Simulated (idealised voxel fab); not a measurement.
process module | voxel transistor to metal
cross-section cut | 300 nm wide | cells 5 nm
A cross-section is a grid of square cells, given in bands from the top down. A band is one or more rows of cells.
Each band's line starts with the height of the band's top and of its bottom, in nm. Then come its materials from left to right, each with its width in nm. One material with "throughout" fills the band from edge to edge. "air" is empty space.
Height 0 is the level under which the wafer as received is all one material. The lowest band goes on downwards, as in "0 down".
A width such as "30 to 40" changes by the same amount from each row of cells to the next, from the band's top row to its bottom row.
"no change" after a step means that no cell of the cross-section changed.
closed voids: empty space of 8 cells or more with no open way to the top, each as width x height at its distance from the left edge, in nm
after a step's settings: what the simulator itself notes on the step
overlay nm, on a step with a mask: how far to the right of its planned place the mask lay; to the left if negative
plan
1 op RECEIVE | material Si
2 op OXIDIZE | depth nm 5
3 op CONFORMAL_DEP | material SiN | thk nm 15
4 op PATTERN | tone cover | mask id ACTIVE | material resist | width nm 95 | pitch nm 115 | thk nm 20 | overlay nm 0
5 op DIRECTIONAL_ETCH | etch materials SiN | depth nm 15
6 op DIRECTIONAL_ETCH | etch materials SiO2 | depth nm 5
7 op DIRECTIONAL_ETCH | etch materials Si | depth nm 35
8 op STRIP | etch materials resist
9 op FILL_DEP | material SiO2 | thk nm 15
10 op CMP | height nm 15
11 op SELECTIVE_ETCH | etch materials SiO2 | depth nm 10
12 op STRIP | etch materials SiN
13 op SELECTIVE_ETCH | etch materials SiO2 | depth nm 5
14 op OXIDIZE | depth nm 5
15 op DIRECTIONAL_DEP | material polySi | thk nm 20
16 op DIRECTIONAL_DEP | material SiCN | thk nm 10
17 op PATTERN | tone cover | mask id GATE | material resist | width nm 25 | pitch nm 115 | thk nm 15 | overlay nm 0
18 op DIRECTIONAL_ETCH | etch materials SiCN | depth nm 20
19 op DIRECTIONAL_ETCH | etch materials polySi | depth nm 30
20 op STRIP | etch materials resist
21 op CONFORMAL_DEP | material SiN | thk nm 5
22 op DIRECTIONAL_ETCH | etch materials SiN | depth nm 5
23 op DIRECTIONAL_ETCH | etch materials SiO2 | depth nm 5
24 op EPI | material SiGe | thk nm 5
25 op FILL_DEP | material SiO2 | thk nm 10
26 op CMP | height nm 15
27 op STRIP | etch materials polySi
28 op SELECTIVE_ETCH | etch materials SiO2 | depth nm 5
29 op CONFORMAL_DEP | material HfO2 | thk nm 5
30 op CONFORMAL_DEP | material TiN | thk nm 5
31 op FILL_DEP | material W | thk nm 10
32 op CMP | height nm 10
33 op DIRECTIONAL_DEP | material SiO2 | thk nm 10
34 op DIRECTIONAL_DEP | material aC | thk nm 10
35 op PATTERN | tone open | mask id CONTACT | material resist | width nm 15 | thk nm 30 | overlay nm 0
36 op DIRECTIONAL_ETCH | etch materials aC | depth nm 10
37 op STRIP | etch materials resist
38 op DIRECTIONAL_ETCH | etch materials SiO2 | depth nm 25
39 op STRIP | etch materials aC
40 op CONFORMAL_DEP | material TiN | thk nm 5
41 op FILL_DEP | material Ru | thk nm 5
42 op CMP | height nm 20
43 op CONFORMAL_DEP | material SiN | thk nm 5
44 op DIRECTIONAL_DEP | material SiO2 | thk nm 25
45 op MASKED_ETCH | tone open | mask id METAL_1 | width nm 15 | etch materials SiO2 | depth nm 25 | overlay nm 0
46 op MASKED_ETCH | tone open | mask id METAL_1 | width nm 15 | etch materials SiN | depth nm 5 | overlay nm 0
47 op CONFORMAL_DEP | material TiN | thk nm 5
48 op FILL_DEP | material Ru | thk nm 10
49 op CMP | height nm 50
50 op CONFORMAL_DEP | material SiCN | thk nm 5
51 op DIRECTIONAL_DEP | material lowk | thk nm 30
52 op DIRECTIONAL_DEP | material aC | thk nm 10
53 op PATTERN | tone open | mask id METAL_2 | material resist | width nm 15 | pitch nm 115 | thk nm 25 | overlay nm 0
54 op DIRECTIONAL_ETCH | etch materials aC | depth nm 10
55 op STRIP | etch materials resist
56 op DIRECTIONAL_ETCH | etch materials lowk | depth nm 20
57 op STRIP | etch materials aC
58 op DIRECTIONAL_DEP | material aC | thk nm 15
59 op PATTERN | tone open | mask id METAL_2_HOLES | material resist | width nm 15 | pitch nm 115 | thk nm 30 | overlay nm 0
60 op DIRECTIONAL_ETCH | etch materials aC | depth nm 15
61 op STRIP | etch materials resist
62 op DIRECTIONAL_ETCH | etch materials lowk | depth nm 10
63 op DIRECTIONAL_ETCH | etch materials SiCN | depth nm 5
64 op STRIP | etch materials aC
65 op CONFORMAL_DEP | material TiN | thk nm 5
66 op FILL_DEP | material Ru | thk nm 10
67 op CMP | height nm 85
68 op CONFORMAL_DEP | material SiN | thk nm 5
first wafer, as planned
as received, after step 1
  0 down: Si throughout
  closed voids: none
after step 2
  0 to -5: SiO2 throughout
  below -5: unchanged
after step 3
  15 to 0: SiN throughout
  below 0: unchanged
after step 4
  35 to 15: air 45 | resist 95 | air 20 | resist 95 | air 45
  below 15: unchanged
after step 5
  35 to 15: air 45 | resist 95 | air 20 | resist 95 | air 45
  15 to 0: air 45 | SiN 95 | air 20 | SiN 95 | air 45
  below 0: unchanged
after step 6
  35 to 15: air 45 | resist 95 | air 20 | resist 95 | air 45
  15 to 0: air 45 | SiN 95 | air 20 | SiN 95 | air 45
  0 to -5: air 45 | SiO2 95 | air 20 | SiO2 95 | air 45
  below -5: unchanged
after step 7
  35 to 15: air 45 | resist 95 | air 20 | resist 95 | air 45
  15 to 0: air 45 | SiN 95 | air 20 | SiN 95 | air 45
  0 to -5: air 45 | SiO2 95 | air 20 | SiO2 95 | air 45
  -5 to -40: air 45 | Si 95 | air 20 | Si 95 | air 45
  below -40: unchanged
after step 8
  15 to 0: air 45 | SiN 95 | air 20 | SiN 95 | air 45
  below 0: unchanged
after step 9
  30 to 15: SiO2 throughout
  15 to 0: SiO2 45 | SiN 95 | SiO2 20 | SiN 95 | SiO2 45
  0 to -5: SiO2 throughout
  -5 to -40: SiO2 45 | Si 95 | SiO2 20 | Si 95 | SiO2 45
  below -40: unchanged
after step 10
  15 to 0: SiO2 45 | SiN 95 | SiO2 20 | SiN 95 | SiO2 45
  below 0: unchanged
after step 11
  15 to 5: air 45 | SiN 95 | air 20 | SiN 95 | air 45
  below 5: unchanged
after step 12
  5 to 0: SiO2 45 | air 95 | SiO2 20 | air 95 | SiO2 45
  below 0: unchanged
after step 13
  0 to -5: SiO2 40 | air 105 | SiO2 10 | air 105 | SiO2 40
  below -5: unchanged
after step 14
  0 to -5: SiO2 40 | air 105 | SiO2 10 | air 105 | SiO2 40
  -5 to -10: SiO2 throughout
  below -10: unchanged
after step 15
  20 to 15: polySi 40 | air 105 | polySi 10 | air 105 | polySi 40
  15 to 0: polySi throughout
  0 to -5: SiO2 40 | polySi 105 | SiO2 10 | polySi 105 | SiO2 40
  below -5: unchanged
after step 16
  30 to 25: SiCN 40 | air 105 | SiCN 10 | air 105 | SiCN 40
  25 to 20: SiCN throughout
  20 to 15: polySi 40 | SiCN 105 | polySi 10 | SiCN 105 | polySi 40
  below 15: unchanged
after step 17
  45 to 30: air 80 | resist 25 | air 90 | resist 25 | air 80
  30 to 25: SiCN 40 | air 40 | resist 25 | air 40 | SiCN 10 | air 40 | resist 25 | air 40 | SiCN 40
  below 25: unchanged
after step 18
  45 to 25: air 80 | resist 25 | air 90 | resist 25 | air 80
  25 to 20: air 80 | SiCN 25 | air 90 | SiCN 25 | air 80
  20 to 15: polySi 40 | air 40 | SiCN 25 | air 40 | polySi 10 | air 40 | SiCN 25 | air 40 | polySi 40
  below 15: unchanged
after step 19
  45 to 25: air 80 | resist 25 | air 90 | resist 25 | air 80
  25 to 15: air 80 | SiCN 25 | air 90 | SiCN 25 | air 80
  15 to 0: air 80 | polySi 25 | air 90 | polySi 25 | air 80
  0 to -5: SiO2 40 | air 40 | polySi 25 | air 40 | SiO2 10 | air 40 | polySi 25 | air 40 | SiO2 40
  below -5: unchanged
after step 20
  25 to 15: air 80 | SiCN 25 | air 90 | SiCN 25 | air 80
  below 15: unchanged
after step 21
  30 to 25: air 75 | SiN 35 | air 80 | SiN 35 | air 75
  25 to 15: air 75 | SiN 5 | SiCN 25 | SiN 5 | air 80 | SiN 5 | SiCN 25 | SiN 5 | air 75
  15 to 5: air 75 | SiN 5 | polySi 25 | SiN 5 | air 80 | SiN 5 | polySi 25 | SiN 5 | air 75
  5 to 0: SiN 45 | air 30 | SiN 5 | polySi 25 | SiN 5 | air 30 | SiN 20 | air 30 | SiN 5 | polySi 25 | SiN 5 | air 30 | SiN 45
  0 to -5: SiO2 40 | SiN 40 | polySi 25 | SiN 40 | SiO2 10 | SiN 40 | polySi 25 | SiN 40 | SiO2 40
  below -5: unchanged
after step 22
  25 to 15: air 75 | SiN 5 | SiCN 25 | SiN 5 | air 80 | SiN 5 | SiCN 25 | SiN 5 | air 75
  15 to 0: air 75 | SiN 5 | polySi 25 | SiN 5 | air 80 | SiN 5 | polySi 25 | SiN 5 | air 75
  0 to -5: SiO2 40 | SiN 5 | air 30 | SiN 5 | polySi 25 | SiN 5 | air 30 | SiN 5 | SiO2 10 | SiN 5 | air 30 | SiN 5 | polySi 25 | SiN 5 | air 30 | SiN 5 | SiO2 40
  below -5: unchanged
after step 23
  25 to 15: air 75 | SiN 5 | SiCN 25 | SiN 5 | air 80 | SiN 5 | SiCN 25 | SiN 5 | air 75
  15 to 0: air 75 | SiN 5 | polySi 25 | SiN 5 | air 80 | SiN 5 | polySi 25 | SiN 5 | air 75
  0 to -5: air 40 | SiN 5 | air 30 | SiN 5 | polySi 25 | SiN 5 | air 30 | SiN 5 | air 10 | SiN 5 | air 30 | SiN 5 | polySi 25 | SiN 5 | air 30 | SiN 5 | air 40
  -5 to -10: SiO2 45 | air 30 | SiO2 35 | air 30 | SiO2 20 | air 30 | SiO2 35 | air 30 | SiO2 45
  below -10: unchanged
after step 24
  25 to 15: air 75 | SiN 5 | SiCN 25 | SiN 5 | air 80 | SiN 5 | SiCN 25 | SiN 5 | air 75
  15 to 0: air 75 | SiN 5 | polySi 25 | SiN 5 | air 80 | SiN 5 | polySi 25 | SiN 5 | air 75
  0 to -5: air 40 | SiN 5 | air 30 | SiN 5 | polySi 25 | SiN 5 | air 30 | SiN 5 | air 10 | SiN 5 | air 30 | SiN 5 | polySi 25 | SiN 5 | air 30 | SiN 5 | air 40
  -5 to -10: SiO2 45 | SiGe 30 | SiO2 35 | SiGe 30 | SiO2 20 | SiGe 30 | SiO2 35 | SiGe 30 | SiO2 45
  below -10: unchanged
after step 25
  35 to 25: SiO2 throughout
  25 to 15: SiO2 75 | SiN 5 | SiCN 25 | SiN 5 | SiO2 80 | SiN 5 | SiCN 25 | SiN 5 | SiO2 75
  15 to 0: SiO2 75 | SiN 5 | polySi 25 | SiN 5 | SiO2 80 | SiN 5 | polySi 25 | SiN 5 | SiO2 75
  0 to -5: SiO2 40 | SiN 5 | SiO2 30 | SiN 5 | polySi 25 | SiN 5 | SiO2 30 | SiN 5 | SiO2 10 | SiN 5 | SiO2 30 | SiN 5 | polySi 25 | SiN 5 | SiO2 30 | SiN 5 | SiO2 40
  below -5: unchanged
after step 26
  15 to 0: SiO2 75 | SiN 5 | polySi 25 | SiN 5 | SiO2 80 | SiN 5 | polySi 25 | SiN 5 | SiO2 75
  below 0: unchanged
after step 27
  15 to 0: SiO2 75 | SiN 5 | air 25 | SiN 5 | SiO2 80 | SiN 5 | air 25 | SiN 5 | SiO2 75
  0 to -5: SiO2 40 | SiN 5 | SiO2 30 | SiN 5 | air 25 | SiN 5 | SiO2 30 | SiN 5 | SiO2 10 | SiN 5 | SiO2 30 | SiN 5 | air 25 | SiN 5 | SiO2 30 | SiN 5 | SiO2 40
  below -5: unchanged
after step 28
  15 to 10: air 75 | SiN 5 | air 25 | SiN 5 | air 80 | SiN 5 | air 25 | SiN 5 | air 75
  10 to 0: SiO2 75 | SiN 5 | air 25 | SiN 5 | SiO2 80 | SiN 5 | air 25 | SiN 5 | SiO2 75
  0 to -5: SiO2 40 | SiN 5 | SiO2 30 | SiN 5 | air 25 | SiN 5 | SiO2 30 | SiN 5 | SiO2 10 | SiN 5 | SiO2 30 | SiN 5 | air 25 | SiN 5 | SiO2 30 | SiN 5 | SiO2 40
  -5 to -10: SiO2 45 | SiGe 30 | air 35 | SiGe 30 | SiO2 20 | SiGe 30 | air 35 | SiGe 30 | SiO2 45
  below -10: unchanged
after step 29
  20 to 15: air 70 | HfO2 15 | air 15 | HfO2 15 | air 70 | HfO2 15 | air 15 | HfO2 15 | air 70
  15 to 10: HfO2 75 | SiN 5 | HfO2 5 | air 15 | HfO2 5 | SiN 5 | HfO2 80 | SiN 5 | HfO2 5 | air 15 | HfO2 5 | SiN 5 | HfO2 75
  10 to 0: SiO2 75 | SiN 5 | HfO2 5 | air 15 | HfO2 5 | SiN 5 | SiO2 80 | SiN 5 | HfO2 5 | air 15 | HfO2 5 | SiN 5 | SiO2 75
  0 to -5: SiO2 40 | SiN 5 | SiO2 30 | SiN 5 | HfO2 5 | air 15 | HfO2 5 | SiN 5 | SiO2 30 | SiN 5 | SiO2 10 | SiN 5 | SiO2 30 | SiN 5 | HfO2 5 | air 15 | HfO2 5 | SiN 5 | SiO2 30 | SiN 5 | SiO2 40
  -5 to -10: SiO2 45 | SiGe 30 | HfO2 35 | SiGe 30 | SiO2 20 | SiGe 30 | HfO2 35 | SiGe 30 | SiO2 45
  below -10: unchanged
after step 30
  25 to 20: air 65 | TiN 25 | air 5 | TiN 25 | air 60 | TiN 25 | air 5 | TiN 25 | air 65
  20 to 15: TiN 70 | HfO2 15 | TiN 5 | air 5 | TiN 5 | HfO2 15 | TiN 70 | HfO2 15 | TiN 5 | air 5 | TiN 5 | HfO2 15 | TiN 70
  15 to 10: HfO2 75 | SiN 5 | HfO2 5 | TiN 5 | air 5 | TiN 5 | HfO2 5 | SiN 5 | HfO2 80 | SiN 5 | HfO2 5 | TiN 5 | air 5 | TiN 5 | HfO2 5 | SiN 5 | HfO2 75
  10 to 0: SiO2 75 | SiN 5 | HfO2 5 | TiN 5 | air 5 | TiN 5 | HfO2 5 | SiN 5 | SiO2 80 | SiN 5 | HfO2 5 | TiN 5 | air 5 | TiN 5 | HfO2 5 | SiN 5 | SiO2 75
  0 to -5: SiO2 40 | SiN 5 | SiO2 30 | SiN 5 | HfO2 5 | TiN 15 | HfO2 5 | SiN 5 | SiO2 30 | SiN 5 | SiO2 10 | SiN 5 | SiO2 30 | SiN 5 | HfO2 5 | TiN 15 | HfO2 5 | SiN 5 | SiO2 30 | SiN 5 | SiO2 40
  below -5: unchanged
after step 31
  35 to 25: W throughout
  25 to 20: W 65 | TiN 25 | W 5 | TiN 25 | W 60 | TiN 25 | W 5 | TiN 25 | W 65
  20 to 15: TiN 70 | HfO2 15 | TiN 5 | W 5 | TiN 5 | HfO2 15 | TiN 70 | HfO2 15 | TiN 5 | W 5 | TiN 5 | HfO2 15 | TiN 70
  15 to 10: HfO2 75 | SiN 5 | HfO2 5 | TiN 5 | W 5 | TiN 5 | HfO2 5 | SiN 5 | HfO2 80 | SiN 5 | HfO2 5 | TiN 5 | W 5 | TiN 5 | HfO2 5 | SiN 5 | HfO2 75
  10 to 0: SiO2 75 | SiN 5 | HfO2 5 | TiN 5 | W 5 | TiN 5 | HfO2 5 | SiN 5 | SiO2 80 | SiN 5 | HfO2 5 | TiN 5 | W 5 | TiN 5 | HfO2 5 | SiN 5 | SiO2 75
  below 0: unchanged
after step 32
  10 to 0: SiO2 75 | SiN 5 | HfO2 5 | TiN 5 | W 5 | TiN 5 | HfO2 5 | SiN 5 | SiO2 80 | SiN 5 | HfO2 5 | TiN 5 | W 5 | TiN 5 | HfO2 5 | SiN 5 | SiO2 75
  below 0: unchanged
after step 33
  20 to 10: SiO2 throughout
  below 10: unchanged
after step 34
  30 to 20: aC throughout
  below 20: unchanged
after step 35
  60 to 30: resist 50 | air 15 | resist 55 | air 15 | resist 30 | air 15 | resist 55 | air 15 | resist 50
  below 30: unchanged
after step 36
  50 to 30: resist 50 | air 15 | resist 55 | air 15 | resist 30 | air 15 | resist 55 | air 15 | resist 50
  30 to 20: aC 50 | air 15 | aC 55 | air 15 | aC 30 | air 15 | aC 55 | air 15 | aC 50
  below 20: unchanged
after step 37
  30 to 20: aC 50 | air 15 | aC 55 | air 15 | aC 30 | air 15 | aC 55 | air 15 | aC 50
  below 20: unchanged
after step 38
  30 to 20: aC 50 | air 15 | aC 55 | air 15 | aC 30 | air 15 | aC 55 | air 15 | aC 50
  20 to 10: SiO2 50 | air 15 | SiO2 55 | air 15 | SiO2 30 | air 15 | SiO2 55 | air 15 | SiO2 50
  10 to 0: SiO2 50 | air 15 | SiO2 10 | SiN 5 | HfO2 5 | TiN 5 | W 5 | TiN 5 | HfO2 5 | SiN 5 | SiO2 10 | air 15 | SiO2 30 | air 15 | SiO2 10 | SiN 5 | HfO2 5 | TiN 5 | W 5 | TiN 5 | HfO2 5 | SiN 5 | SiO2 10 | air 15 | SiO2 50
  0 to -5: SiO2 40 | SiN 5 | SiO2 5 | air 15 | SiO2 10 | SiN 5 | HfO2 5 | TiN 15 | HfO2 5 | SiN 5 | SiO2 10 | air 15 | SiO2 5 | SiN 5 | SiO2 10 | SiN 5 | SiO2 5 | air 15 | SiO2 10 | SiN 5 | HfO2 5 | TiN 15 | HfO2 5 | SiN 5 | SiO2 10 | air 15 | SiO2 5 | SiN 5 | SiO2 40
  below -5: unchanged
after step 39
  20 to 10: SiO2 50 | air 15 | SiO2 55 | air 15 | SiO2 30 | air 15 | SiO2 55 | air 15 | SiO2 50
  below 10: unchanged
after step 40
  25 to 20: TiN 55 | air 5 | TiN 65 | air 5 | TiN 40 | air 5 | TiN 65 | air 5 | TiN 55
  20 to 10: SiO2 50 | TiN 5 | air 5 | TiN 5 | SiO2 55 | TiN 5 | air 5 | TiN 5 | SiO2 30 | TiN 5 | air 5 | TiN 5 | SiO2 55 | TiN 5 | air 5 | TiN 5 | SiO2 50
  10 to 0: SiO2 50 | TiN 5 | air 5 | TiN 5 | SiO2 10 | SiN 5 | HfO2 5 | TiN 5 | W 5 | TiN 5 | HfO2 5 | SiN 5 | SiO2 10 | TiN 5 | air 5 | TiN 5 | SiO2 30 | TiN 5 | air 5 | TiN 5 | SiO2 10 | SiN 5 | HfO2 5 | TiN 5 | W 5 | TiN 5 | HfO2 5 | SiN 5 | SiO2 10 | TiN 5 | air 5 | TiN 5 | SiO2 50
  0 to -5: SiO2 40 | SiN 5 | SiO2 5 | TiN 15 | SiO2 10 | SiN 5 | HfO2 5 | TiN 15 | HfO2 5 | SiN 5 | SiO2 10 | TiN 15 | SiO2 5 | SiN 5 | SiO2 10 | SiN 5 | SiO2 5 | TiN 15 | SiO2 10 | SiN 5 | HfO2 5 | TiN 15 | HfO2 5 | SiN 5 | SiO2 10 | TiN 15 | SiO2 5 | SiN 5 | SiO2 40
  below -5: unchanged
after step 41
  30 to 25: Ru throughout
  25 to 20: TiN 55 | Ru 5 | TiN 65 | Ru 5 | TiN 40 | Ru 5 | TiN 65 | Ru 5 | TiN 55
  20 to 10: SiO2 50 | TiN 5 | Ru 5 | TiN 5 | SiO2 55 | TiN 5 | Ru 5 | TiN 5 | SiO2 30 | TiN 5 | Ru 5 | TiN 5 | SiO2 55 | TiN 5 | Ru 5 | TiN 5 | SiO2 50
  10 to 0: SiO2 50 | TiN 5 | Ru 5 | TiN 5 | SiO2 10 | SiN 5 | HfO2 5 | TiN 5 | W 5 | TiN 5 | HfO2 5 | SiN 5 | SiO2 10 | TiN 5 | Ru 5 | TiN 5 | SiO2 30 | TiN 5 | Ru 5 | TiN 5 | SiO2 10 | SiN 5 | HfO2 5 | TiN 5 | W 5 | TiN 5 | HfO2 5 | SiN 5 | SiO2 10 | TiN 5 | Ru 5 | TiN 5 | SiO2 50
  below 0: unchanged
after step 42
  20 to 10: SiO2 50 | TiN 5 | Ru 5 | TiN 5 | SiO2 55 | TiN 5 | Ru 5 | TiN 5 | SiO2 30 | TiN 5 | Ru 5 | TiN 5 | SiO2 55 | TiN 5 | Ru 5 | TiN 5 | SiO2 50
  below 10: unchanged
after step 43
  25 to 20: SiN throughout
  below 20: unchanged
after step 44
  50 to 25: SiO2 throughout
  below 25: unchanged
after step 45
  50 to 25: SiO2 50 | air 15 | SiO2 55 | air 15 | SiO2 30 | air 15 | SiO2 55 | air 15 | SiO2 50
  below 25: unchanged
after step 46
  50 to 25: SiO2 50 | air 15 | SiO2 55 | air 15 | SiO2 30 | air 15 | SiO2 55 | air 15 | SiO2 50
  25 to 20: SiN 50 | air 15 | SiN 55 | air 15 | SiN 30 | air 15 | SiN 55 | air 15 | SiN 50
  below 20: unchanged
after step 47
  55 to 50: TiN 55 | air 5 | TiN 65 | air 5 | TiN 40 | air 5 | TiN 65 | air 5 | TiN 55
  50 to 25: SiO2 50 | TiN 5 | air 5 | TiN 5 | SiO2 55 | TiN 5 | air 5 | TiN 5 | SiO2 30 | TiN 5 | air 5 | TiN 5 | SiO2 55 | TiN 5 | air 5 | TiN 5 | SiO2 50
  25 to 20: SiN 50 | TiN 15 | SiN 55 | TiN 15 | SiN 30 | TiN 15 | SiN 55 | TiN 15 | SiN 50
  below 20: unchanged
after step 48
  65 to 55: Ru throughout
  55 to 50: TiN 55 | Ru 5 | TiN 65 | Ru 5 | TiN 40 | Ru 5 | TiN 65 | Ru 5 | TiN 55
  50 to 25: SiO2 50 | TiN 5 | Ru 5 | TiN 5 | SiO2 55 | TiN 5 | Ru 5 | TiN 5 | SiO2 30 | TiN 5 | Ru 5 | TiN 5 | SiO2 55 | TiN 5 | Ru 5 | TiN 5 | SiO2 50
  below 25: unchanged
after step 49
  50 to 25: SiO2 50 | TiN 5 | Ru 5 | TiN 5 | SiO2 55 | TiN 5 | Ru 5 | TiN 5 | SiO2 30 | TiN 5 | Ru 5 | TiN 5 | SiO2 55 | TiN 5 | Ru 5 | TiN 5 | SiO2 50
  below 25: unchanged
after step 50
  55 to 50: SiCN throughout
  below 50: unchanged
after step 51
  85 to 55: lowk throughout
  below 55: unchanged
after step 52
  95 to 85: aC throughout
  below 85: unchanged
after step 53
  120 to 95: resist 50 | air 15 | resist 100 | air 15 | resist 120
  below 95: unchanged
after step 54
  110 to 95: resist 50 | air 15 | resist 100 | air 15 | resist 120
  95 to 85: aC 50 | air 15 | aC 100 | air 15 | aC 120
  below 85: unchanged
after step 55
  95 to 85: aC 50 | air 15 | aC 100 | air 15 | aC 120
  below 85: unchanged
after step 56
  95 to 85: aC 50 | air 15 | aC 100 | air 15 | aC 120
  85 to 65: lowk 50 | air 15 | lowk 100 | air 15 | lowk 120
  below 65: unchanged
after step 57
  85 to 65: lowk 50 | air 15 | lowk 100 | air 15 | lowk 120
  below 65: unchanged
after step 58
  100 to 85: aC 50 | air 15 | aC 100 | air 15 | aC 120
  85 to 80: lowk 50 | air 15 | lowk 100 | air 15 | lowk 120
  80 to 65: lowk 50 | aC 15 | lowk 100 | aC 15 | lowk 120
  below 65: unchanged
after step 59
  130 to 100: resist 50 | air 15 | resist 100 | air 15 | resist 120
  below 100: unchanged
after step 60
  115 to 100: resist 50 | air 15 | resist 100 | air 15 | resist 120
  100 to 85: aC 50 | air 15 | aC 100 | air 15 | aC 120
  85 to 65: lowk 50 | air 15 | lowk 100 | air 15 | lowk 120
  below 65: unchanged
after step 61
  100 to 85: aC 50 | air 15 | aC 100 | air 15 | aC 120
  below 85: unchanged
after step 62
  100 to 85: aC 50 | air 15 | aC 100 | air 15 | aC 120
  85 to 55: lowk 50 | air 15 | lowk 100 | air 15 | lowk 120
  below 55: unchanged
after step 63
  100 to 85: aC 50 | air 15 | aC 100 | air 15 | aC 120
  85 to 55: lowk 50 | air 15 | lowk 100 | air 15 | lowk 120
  55 to 50: SiCN 50 | air 15 | SiCN 100 | air 15 | SiCN 120
  below 50: unchanged
after step 64
  85 to 55: lowk 50 | air 15 | lowk 100 | air 15 | lowk 120
  below 55: unchanged
after step 65
  90 to 85: TiN 55 | air 5 | TiN 110 | air 5 | TiN 125
  85 to 55: lowk 50 | TiN 5 | air 5 | TiN 5 | lowk 100 | TiN 5 | air 5 | TiN 5 | lowk 120
  55 to 50: SiCN 50 | TiN 15 | SiCN 100 | TiN 15 | SiCN 120
  below 50: unchanged
after step 66
  100 to 90: Ru throughout
  90 to 85: TiN 55 | Ru 5 | TiN 110 | Ru 5 | TiN 125
  85 to 55: lowk 50 | TiN 5 | Ru 5 | TiN 5 | lowk 100 | TiN 5 | Ru 5 | TiN 5 | lowk 120
  below 55: unchanged
after step 67
  85 to 55: lowk 50 | TiN 5 | Ru 5 | TiN 5 | lowk 100 | TiN 5 | Ru 5 | TiN 5 | lowk 120
  below 55: unchanged
after step 68
  90 to 85: SiN throughout
  below 85: unchanged
second wafer: like start, like plan, one mistake. Through step 48 it matches the first wafer
when step 49 should have ended: no change
when step 50 should have ended
  70 to 65: SiCN throughout
  below 65: unchanged
when step 51 should have ended
  100 to 70: lowk throughout
  below 70: unchanged
when step 52 should have ended
  110 to 100: aC throughout
  below 100: unchanged
when step 53 should have ended
  135 to 110: resist 50 | air 15 | resist 100 | air 15 | resist 120
  below 110: unchanged
when step 54 should have ended
  125 to 110: resist 50 | air 15 | resist 100 | air 15 | resist 120
  110 to 100: aC 50 | air 15 | aC 100 | air 15 | aC 120
  below 100: unchanged
when step 55 should have ended
  110 to 100: aC 50 | air 15 | aC 100 | air 15 | aC 120
  below 100: unchanged
when step 56 should have ended
  110 to 100: aC 50 | air 15 | aC 100 | air 15 | aC 120
  100 to 80: lowk 50 | air 15 | lowk 100 | air 15 | lowk 120
  below 80: unchanged
when step 57 should have ended
  100 to 80: lowk 50 | air 15 | lowk 100 | air 15 | lowk 120
  below 80: unchanged
when step 58 should have ended
  115 to 100: aC 50 | air 15 | aC 100 | air 15 | aC 120
  100 to 95: lowk 50 | air 15 | lowk 100 | air 15 | lowk 120
  95 to 80: lowk 50 | aC 15 | lowk 100 | aC 15 | lowk 120
  below 80: unchanged
when step 59 should have ended
  145 to 115: resist 50 | air 15 | resist 100 | air 15 | resist 120
  below 115: unchanged
when step 60 should have ended
  130 to 115: resist 50 | air 15 | resist 100 | air 15 | resist 120
  115 to 100: aC 50 | air 15 | aC 100 | air 15 | aC 120
  100 to 80: lowk 50 | air 15 | lowk 100 | air 15 | lowk 120
  below 80: unchanged
when step 61 should have ended
  115 to 100: aC 50 | air 15 | aC 100 | air 15 | aC 120
  below 100: unchanged
when step 62 should have ended
  115 to 100: aC 50 | air 15 | aC 100 | air 15 | aC 120
  100 to 70: lowk 50 | air 15 | lowk 100 | air 15 | lowk 120
  below 70: unchanged
when step 63 should have ended
  115 to 100: aC 50 | air 15 | aC 100 | air 15 | aC 120
  100 to 70: lowk 50 | air 15 | lowk 100 | air 15 | lowk 120
  70 to 65: SiCN 50 | air 15 | SiCN 100 | air 15 | SiCN 120
  below 65: unchanged
when step 64 should have ended
  100 to 70: lowk 50 | air 15 | lowk 100 | air 15 | lowk 120
  below 70: unchanged
when step 65 should have ended
  105 to 100: TiN 55 | air 5 | TiN 110 | air 5 | TiN 125
  100 to 70: lowk 50 | TiN 5 | air 5 | TiN 5 | lowk 100 | TiN 5 | air 5 | TiN 5 | lowk 120
  70 to 65: SiCN 50 | TiN 15 | SiCN 100 | TiN 15 | SiCN 120
  below 65: unchanged
when step 66 should have ended
  115 to 105: Ru throughout
  105 to 100: TiN 55 | Ru 5 | TiN 110 | Ru 5 | TiN 125
  100 to 70: lowk 50 | TiN 5 | Ru 5 | TiN 5 | lowk 100 | TiN 5 | Ru 5 | TiN 5 | lowk 120
  below 70: unchanged
when step 67 should have ended
  85 to 70: lowk 50 | TiN 5 | Ru 5 | TiN 5 | lowk 100 | TiN 5 | Ru 5 | TiN 5 | lowk 120
  below 70: unchanged
when step 68 should have ended
  90 to 85: SiN throughout
  below 85: unchanged
what went wrong: step 49 was left out
at the end the second wafer has, in cells: 118 more of Ru | 44 more of TiN | 162 fewer of lowk
